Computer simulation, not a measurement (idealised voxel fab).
process module | voxel transistor to metal
cross-section cut | 200 nm wide | cells 5 nm
A cross-section is a grid of square cells, given in bands from the top down. A band is one or more rows of cells.
Each band's line starts with the height of the band's top and of its bottom, in nm. Then come its materials from left to right, each with its width in nm. One material with "throughout" fills the band from edge to edge. "air" is empty space.
Height 0 is the level under which the wafer as received is all one material. The lowest band goes on downwards, as in "0 down".
A width such as "30 to 40" changes by the same amount from each row of cells to the next, from the band's top row to its bottom row.
"no change" after a step means that no cell of the cross-section changed.
closed voids: empty space of 8 cells or more with no open way to the top, each as width x height at its distance from the left edge, in nm
after a step's settings: what the simulator itself notes on the step
overlay nm, on a step with a mask: how far to the right of its planned place the mask lay; to the left if negative
plan
1 op RECEIVE | material Si
2 op CONFORMAL_DEP | material SiO2 | thk nm 5
3 op CONFORMAL_DEP | material SiN | thk nm 15
4 op PATTERN | tone cover | mask id ACTIVE | material resist | width nm 100 | thk nm 15 | overlay nm 0
5 op DIRECTIONAL_ETCH | etch materials SiN | depth nm 15
6 op DIRECTIONAL_ETCH | etch materials SiO2 | depth nm 5
7 op DIRECTIONAL_ETCH | etch materials Si | depth nm 30
8 op STRIP | etch materials resist
9 op OXIDIZE | depth nm 5
10 op FILL_DEP | material SiO2 | thk nm 5
11 op CMP | height nm 20
12 op SELECTIVE_ETCH | etch materials SiO2 | depth nm 15
13 op STRIP | etch materials SiN
14 op SELECTIVE_ETCH | etch materials SiO2 | depth nm 5
15 op OXIDIZE | depth nm 5
16 op DIRECTIONAL_DEP | material polySi | thk nm 20
17 op DIRECTIONAL_DEP | material SiCN | thk nm 15
18 op PATTERN | tone cover | mask id GATE | material resist | width nm 20 | thk nm 20 | overlay nm 0
19 op DIRECTIONAL_ETCH | etch materials SiCN | depth nm 25
20 op DIRECTIONAL_ETCH | etch materials polySi | depth nm 30
21 op STRIP | etch materials resist
22 op CONFORMAL_DEP | material SiO2 | thk nm 5
23 op DIRECTIONAL_ETCH | etch materials SiO2 | depth nm 5
24 op CONFORMAL_DEP | material SiN | thk nm 5
25 op DIRECTIONAL_ETCH | etch materials SiN | depth nm 5
26 op DIRECTIONAL_ETCH | etch materials SiO2 | depth nm 5
27 op DIRECTIONAL_ETCH | etch materials Si | depth nm 10
28 op EPI | material pSi | thk nm 15
29 op FILL_DEP | material SiO2 | thk nm 5
30 op CMP | height nm 35
31 op DIRECTIONAL_DEP | material SiO2 | thk nm 10
32 op DIRECTIONAL_DEP | material aC | thk nm 15
33 op PATTERN | tone open | mask id CONTACT | material resist | width nm 30 | pitch nm 60 | thk nm 30 | overlay nm 0
34 op DIRECTIONAL_ETCH | etch materials aC | depth nm 15
35 op STRIP | etch materials resist
36 op DIRECTIONAL_ETCH | etch materials SiO2 | depth nm 45
37 op STRIP | etch materials aC
38 op CONFORMAL_DEP | material TiN | thk nm 5
39 op FILL_DEP | material Ru | thk nm 10
40 op CMP | height nm 45
41 op DIRECTIONAL_DEP | material TiN | thk nm 5
42 op DIRECTIONAL_DEP | material W | thk nm 15
43 op PATTERN | tone cover | mask id METAL_1 | material resist | width nm 20 | pitch nm 70 | thk nm 15 | overlay nm 0
44 op DIRECTIONAL_ETCH | etch materials W | depth nm 15
45 op DIRECTIONAL_ETCH | etch materials TiN | depth nm 5
46 op STRIP | etch materials resist
47 op FILL_DEP | material lowk | thk nm 5
48 op CMP | height nm 65
49 op CONFORMAL_DEP | material SiCN | thk nm 5
50 op DIRECTIONAL_DEP | material lowk | thk nm 30
51 op MASKED_ETCH | tone open | mask id METAL_2_HOLES | width nm 15 | pitch nm 70 | etch materials lowk | depth nm 30 | overlay nm 0
52 op MASKED_ETCH | tone open | mask id METAL_2 | width nm 20 | pitch nm 70 | etch materials lowk | depth nm 20 | overlay nm 0
53 op MASKED_ETCH | tone open | mask id METAL_2 | width nm 20 | pitch nm 70 | etch materials SiCN | depth nm 5 | overlay nm 0
54 op CONFORMAL_DEP | material TiN | thk nm 5
55 op FILL_DEP | material Ru | thk nm 5
56 op CMP | height nm 100
57 op CONFORMAL_DEP | material SiN | thk nm 5
varied across the wafers: width nm of step 51. The plan shows the first wafer's value. All wafers start alike
first wafer as received, after step 1
  0 down: Si throughout
  closed voids: none
first wafer at the end, after step 57
  105 to 100: SiN throughout
  100 to 85: lowk 55 | TiN 5 | Ru 10 | TiN 5 | lowk 50 | TiN 5 | Ru 10 | TiN 5 | lowk 55
  85 to 80: lowk 55 | TiN 5 | Ru 5 | TiN 10 | lowk 50 | TiN 5 | Ru 5 | TiN 10 | lowk 55
  80 to 70: lowk 55 | TiN 5 | Ru 5 | TiN 5 | lowk 55 | TiN 5 | Ru 5 | TiN 5 | lowk 60
  70 to 65: SiCN 55 | TiN 15 | SiCN 55 | TiN 15 | SiCN 60
  65 to 50: lowk 55 | W 20 | lowk 50 | W 20 | lowk 55
  50 to 45: lowk 55 | TiN 20 | lowk 50 | TiN 20 | lowk 55
  45 to 35: SiO2 55 | TiN 5 | Ru 20 to 15 | TiN 5 to 10 | SiO2 30 | TiN 5 to 10 | Ru 20 to 15 | TiN 5 | SiO2 55
  35 to 20: SiO2 55 | TiN 5 | Ru 15 | TiN 5 | SiN 5 | SiO2 5 | SiCN 20 | SiO2 5 | SiN 5 | TiN 5 | Ru 15 | TiN 5 | SiO2 55
  20 to 15: SiO2 55 | TiN 5 | Ru 15 | TiN 5 | SiN 5 | SiO2 5 | polySi 20 | SiO2 5 | SiN 5 | TiN 5 | Ru 15 | TiN 5 | SiO2 55
  15 to 10: SiO2 55 | TiN 25 | SiN 5 | SiO2 5 | polySi 20 | SiO2 5 | SiN 5 | TiN 25 | SiO2 55
  10 to 0: SiO2 55 | TiN 10 | pSi 15 | SiN 5 | SiO2 5 | polySi 20 | SiO2 5 | SiN 5 | pSi 15 | TiN 10 | SiO2 55
  0 to -5: SiO2 50 | pSi 30 | SiO2 40 | pSi 30 | SiO2 50
  -5 to -15: SiO2 55 | pSi 25 | Si 40 | pSi 25 | SiO2 55
  -15 to -35: SiO2 55 | Si 90 | SiO2 55
  -35 down: Si throughout
  closed voids: none
last wafer at the end
  105 to 100: SiN throughout
  100 to 75: lowk 50 | TiN 5 | Ru 20 | TiN 5 | lowk 40 | TiN 5 | Ru 20 | TiN 5 | lowk 50
  75 to 70: lowk 50 | TiN 10 | Ru 10 | TiN 10 | lowk 40 | TiN 10 | Ru 10 | TiN 10 | lowk 50
  70 to 65: SiCN 55 | TiN 20 | SiCN 50 | TiN 20 | SiCN 55
  65 to 50: lowk 55 | W 20 | lowk 50 | W 20 | lowk 55
  50 to 45: lowk 55 | TiN 20 | lowk 50 | TiN 20 | lowk 55
  45 to 35: SiO2 55 | TiN 5 | Ru 20 to 15 | TiN 5 to 10 | SiO2 30 | TiN 5 to 10 | Ru 20 to 15 | TiN 5 | SiO2 55
  35 to 20: SiO2 55 | TiN 5 | Ru 15 | TiN 5 | SiN 5 | SiO2 5 | SiCN 20 | SiO2 5 | SiN 5 | TiN 5 | Ru 15 | TiN 5 | SiO2 55
  20 to 15: SiO2 55 | TiN 5 | Ru 15 | TiN 5 | SiN 5 | SiO2 5 | polySi 20 | SiO2 5 | SiN 5 | TiN 5 | Ru 15 | TiN 5 | SiO2 55
  15 to 10: SiO2 55 | TiN 25 | SiN 5 | SiO2 5 | polySi 20 | SiO2 5 | SiN 5 | TiN 25 | SiO2 55
  10 to 0: SiO2 55 | TiN 10 | pSi 15 | SiN 5 | SiO2 5 | polySi 20 | SiO2 5 | SiN 5 | pSi 15 | TiN 10 | SiO2 55
  0 to -5: SiO2 50 | pSi 30 | SiO2 40 | pSi 30 | SiO2 50
  -5 to -15: SiO2 55 | pSi 25 | Si 40 | pSi 25 | SiO2 55
  -15 to -35: SiO2 55 | Si 90 | SiO2 55
  -35 down: Si throughout
  closed voids: none
each wafer at the end: cells of each material gained (+) or lost (-) since it was received, then its closed voids
width nm 15 | +56 Ru | -192 Si | +46 SiCN | +54 SiN | +384 SiO2 | +84 TiN | +24 W | +324 lowk | +44 pSi | +16 polySi | closed voids: none
width nm 20 | +62 Ru | -192 Si | +44 SiCN | +54 SiN | +384 SiO2 | +84 TiN | +24 W | +320 lowk | +44 pSi | +16 polySi | closed voids: none
width nm 25 | +72 Ru | -192 Si | +44 SiCN | +54 SiN | +384 SiO2 | +86 TiN | +24 W | +308 lowk | +44 pSi | +16 polySi | closed voids: none
width nm 30 | +82 Ru | -192 Si | +44 SiCN | +54 SiN | +384 SiO2 | +88 TiN | +24 W | +296 lowk | +44 pSi | +16 polySi | closed voids: none
